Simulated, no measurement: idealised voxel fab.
process module | voxel transistor to metal
FYI the section here is cut, 140 nm wide, cells are 5 nm squares.
Cross-section, as written here: a square-cell grid given band by band from the top down, where a band holds one or more rows of cells.
Within each band entry, the heights of the top and of the bottom of the band appear first, in that order and in nm; the materials of the band then follow from left to right, each with its corresponding width in nm. The designation "everywhere" on a single material indicates that it fills the band from edge to edge; the designation "blank" indicates empty space.
Measure heights from 0. That's the level where, below it, the as-received wafer is all one material. The lowest band is bottomless and extends downward; write it as in "0 nm and below".
Top row gets the first number, bottom row gets the second, and each row in between changes by the same step: that is how a band width like "30..40" works.
Where the words "same as before" appear for a step, the cross-section shows no cell changed by that step; every cell remained as before.
Closed empty spaces (no open way to the top) of 8 cells or more are what "Closed-off voids" lists, each as width x height at distance from the left edge, nm for all three.
The remark found on a step's line after its settings is issued by the simulator itself and pertains to that step.
"overlay nm", when on a step's line for a step with a mask, measures how far to the right of its planned place the mask lay; a negative measure means to the left.
**The following list gives the planned process steps**
step 1: RECEIVE,material Si
step 2: CONFORMAL_DEP,material SiO2,thk nm 5
step 3: CONFORMAL_DEP,material SiN,thk nm 10
step 4: MASKED_ETCH,tone cover,mask id ACTIVE,width nm 95,etch materials SiN,depth nm 10,overlay nm 0
step 5: MASKED_ETCH,tone cover,mask id ACTIVE,width nm 95,etch materials SiO2,depth nm 5,overlay nm 0
step 6: MASKED_ETCH,tone cover,mask id ACTIVE,width nm 95,etch materials Si,depth nm 35,overlay nm 0
step 7: FILL_DEP,material SiO2,thk nm 10
step 8: CMP,height nm 15
step 9: SELECTIVE_ETCH,etch materials SiO2,depth nm 5
step 10: STRIP,etch materials SiN
step 11: SELECTIVE_ETCH,etch materials SiO2,depth nm 5
step 12: OXIDIZE,depth nm 5
step 13: DIRECTIONAL_DEP,material polySi,thk nm 25
step 14: DIRECTIONAL_DEP,material SiCN,thk nm 15
step 15: DIRECTIONAL_DEP,material aC,thk nm 10
step 16: PATTERN,tone cover,mask id GATE,material resist,width nm 15,thk nm 25,overlay nm 0
step 17: DIRECTIONAL_ETCH,etch materials aC,depth nm 10
step 18: STRIP,etch materials resist
step 19: DIRECTIONAL_ETCH,etch materials SiCN,depth nm 25
step 20: DIRECTIONAL_ETCH,etch materials polySi,depth nm 35
step 21: STRIP,etch materials aC
step 22: CONFORMAL_DEP,material SiO2,thk nm 5
step 23: DIRECTIONAL_ETCH,etch materials SiO2,depth nm 5
step 24: CONFORMAL_DEP,material SiN,thk nm 5
step 25: DIRECTIONAL_ETCH,etch materials SiN,depth nm 5
step 26: DIRECTIONAL_ETCH,etch materials SiO2,depth nm 5
step 27: DIRECTIONAL_ETCH,etch materials Si,depth nm 15
step 28: EPI,material nSi,thk nm 20
step 29: FILL_DEP,material SiO2,thk nm 5
step 30: CMP,height nm 40
step 31: DIRECTIONAL_DEP,material SiO2,thk nm 10
step 32: MASKED_ETCH,tone open,mask id CONTACT,width nm 30,pitch nm 55,etch materials SiO2,depth nm 35,overlay nm 0
step 33: CONFORMAL_DEP,material TiN,thk nm 5
step 34: FILL_DEP,material W,thk nm 10
step 35: CMP,height nm 50
step 36: DIRECTIONAL_DEP,material TiN,thk nm 5
step 37: DIRECTIONAL_DEP,material Ru,thk nm 20
step 38: DIRECTIONAL_DEP,material aC,thk nm 15
step 39: PATTERN,tone cover,mask id METAL_1,material resist,width nm 20,pitch nm 65,thk nm 30,overlay nm 0
step 40: DIRECTIONAL_ETCH,etch materials aC,depth nm 15
step 41: STRIP,etch materials resist
step 42: DIRECTIONAL_ETCH,etch materials Ru,depth nm 20
step 43: DIRECTIONAL_ETCH,etch materials TiN,depth nm 5
step 44: STRIP,etch materials aC
step 45: CONFORMAL_DEP,material SiCN,thk nm 5
step 46: FILL_DEP,material SiO2,thk nm 10
step 47: CMP,height nm 75
step 48: CONFORMAL_DEP,material SiN,thk nm 5
**Cross-section of the wafer at receipt, which is the condition after step 1**
	0 nm and below = Si everywhere
	Closed-off voids: none
**Cross-section taken at module completion on the first of two wafers; processed per the plan**
	80 nm to 75 nm = SiN everywhere
	75 nm to 55 nm = SiO2 20, SiCN 5, Ru 20, SiCN 5, SiO2 35, SiCN 5, Ru 20, SiCN 5, SiO2 25
	55 nm to 50 nm = SiCN 25, TiN 20, SiCN 45, TiN 20, SiCN 30
	50 nm to 40 nm = SiO2 25, TiN 5, W 20..15, TiN 5..10, SiO2 25, TiN 5..10, W 20..15, TiN 5, SiO2 30
	40 nm to 25 nm = SiO2 25, TiN 5, W 15, TiN 5, SiN 5, SiO2 5, SiCN 15, SiO2 5, SiN 5, TiN 5, W 15, TiN 5, SiO2 30
	25 nm to 20 nm = SiO2 25, TiN 5, W 15, TiN 5, SiN 5, SiO2 5, polySi 15, SiO2 5, SiN 5, TiN 5, W 15, TiN 5, SiO2 30
	20 nm to 15 nm = SiO2 25, TiN 25, SiN 5, SiO2 5, polySi 15, SiO2 5, SiN 5, TiN 25, SiO2 30
	15 nm to 5 nm = SiO2 15, nSi 35, SiN 5, SiO2 5, polySi 15, SiO2 5, SiN 5, nSi 35, SiO2 20
	5 nm to 0 nm = SiO2 15, nSi 5, SiN 5, nSi 25, SiN 5, SiO2 5, polySi 15, SiO2 5, SiN 5, nSi 25, SiN 5, nSi 5, SiO2 20
	0 nm to -5 nm = SiO2 25, nSi 25, SiO2 35, nSi 25, SiO2 30
	-5 nm to -20 nm = SiO2 20, Si 5, nSi 25, Si 35, nSi 25, Si 5, SiO2 25
	-20 nm to -35 nm = SiO2 20, Si 95, SiO2 25
	-35 nm and below = Si everywhere
	Closed-off voids: none
**Second of two wafers, module complete, sectioned: it shares the first wafer's start and plan but was run with one mistake**
	95 nm to 90 nm = SiN everywhere
	90 nm to 80 nm = SiO2 everywhere
	80 nm to 75 nm = SiO2 20, SiCN 30, SiO2 35, SiCN 30, SiO2 25
	75 nm to 55 nm = SiO2 20, SiCN 5, Ru 20, SiCN 5, SiO2 35, SiCN 5, Ru 20, SiCN 5, SiO2 25
	55 nm to 50 nm = SiCN 25, TiN 20, SiCN 45, TiN 20, SiCN 30
	50 nm to 40 nm = SiO2 25, TiN 5, W 20..15, TiN 5..10, SiO2 25, TiN 5..10, W 20..15, TiN 5, SiO2 30
	40 nm to 25 nm = SiO2 25, TiN 5, W 15, TiN 5, SiN 5, SiO2 5, SiCN 15, SiO2 5, SiN 5, TiN 5, W 15, TiN 5, SiO2 30
	25 nm to 20 nm = SiO2 25, TiN 5, W 15, TiN 5, SiN 5, SiO2 5, polySi 15, SiO2 5, SiN 5, TiN 5, W 15, TiN 5, SiO2 30
	20 nm to 15 nm = SiO2 25, TiN 25, SiN 5, SiO2 5, polySi 15, SiO2 5, SiN 5, TiN 25, SiO2 30
	15 nm to 5 nm = SiO2 15, nSi 35, SiN 5, SiO2 5, polySi 15, SiO2 5, SiN 5, nSi 35, SiO2 20
	5 nm to 0 nm = SiO2 15, nSi 5, SiN 5, nSi 25, SiN 5, SiO2 5, polySi 15, SiO2 5, SiN 5, nSi 25, SiN 5, nSi 5, SiO2 20
	0 nm to -5 nm = SiO2 25, nSi 25, SiO2 35, nSi 25, SiO2 30
	-5 nm to -20 nm = SiO2 20, Si 5, nSi 25, Si 35, nSi 25, Si 5, SiO2 25
	-20 nm to -35 nm = SiO2 20, Si 95, SiO2 25
	-35 nm and below = Si everywhere
	Closed-off voids: none
Here's what went sideways: step 47 of the plan never got run, it was skipped over
Per the end-of-run cell counts, the second wafer holds more or fewer of some materials than the first: SiCN: 12 more | SiO2: 72 more
